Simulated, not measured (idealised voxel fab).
Documented hereafter: the process module known as voxel fin reveal.
245 nm wide, 5 nm square cells: that's cross-section cut.
Reading order for cross-sections: top band down to bottom band. Underlying form: a grid of square cells. Band size: one or more rows of cells.
Within each band entry, the heights of the top and of the bottom of the band appear first, in that order and in nm; the materials of the band then follow from left to right, each with its corresponding width in nm. The designation "everywhere" on a single material indicates that it fills the band from edge to edge; the designation "air" indicates empty space.
Heights are expressed relative to 0, this being the level below which the as-received wafer comprises one material exclusively. The lowest band is unbounded in the downward direction and is denoted as in "0 -> down".
Top row gets the first number, bottom row gets the second, and each row in between changes by the same step: that is how a band width like "30->40" works.
What does "no change occurred" mean for a step? It means no cell of the cross-section changed in that step.
Under "Cavities, sealed" you'll find the enclosed gaps, the ones with no way out to the top, that are 8 cells or bigger; each reads width x height at distance, with distance counted from the left edge, everything in nm.
That trailing text on a step's line, after the settings, is the simulator's own remark on the step.
Steps that use a mask can have "overlay nm" on their line. It says how far the mask sat to the right of where it was meant to be. Negative means to the left.
The planned process steps are enumerated hereunder:
- 1: RECEIVE: material Si
- 2: CONFORMAL_DEP: material SiN, thk nm 10
- 3: MASKED_ETCH: tone cover, mask id FINS, width nm 15, pitch nm 40, etch materials SiN, depth nm 10, overlay nm 0
- 4: MASKED_ETCH: tone cover, mask id FINS, width nm 15, pitch nm 40, etch materials Si, depth nm 35, overlay nm 0
- 5: OXIDIZE: depth nm 5
- 6: FILL_DEP: material SiO2, thk nm 15
- 7: CMP: height nm 10
- 8: SELECTIVE_ETCH: etch materials SiO2, depth nm 30
- 9: STRIP: etch materials SiN
Wafer as received: cross-section following step 1:
  0 -> down | Si everywhere
  Cavities, sealed: none
Starting wafer: above. Plan: above. Run: one mistake. Cross-section after the module: below:
  0 -> -20 | air (100) / Si (5) / air (35) / Si (5) / air (100)
  -20 -> -30 | SiO2 (65) / air (35) / Si (5) / air (35) / Si (5) / air (35) / SiO2 (65)
  -30 -> -40 | SiO2 (100) / Si (5) / SiO2 (35) / Si (5) / SiO2 (100)
  -40 -> down | Si everywhere
  Cavities, sealed: none
Processing error: step 8 ran in the slot meant for step 9, and vice versa
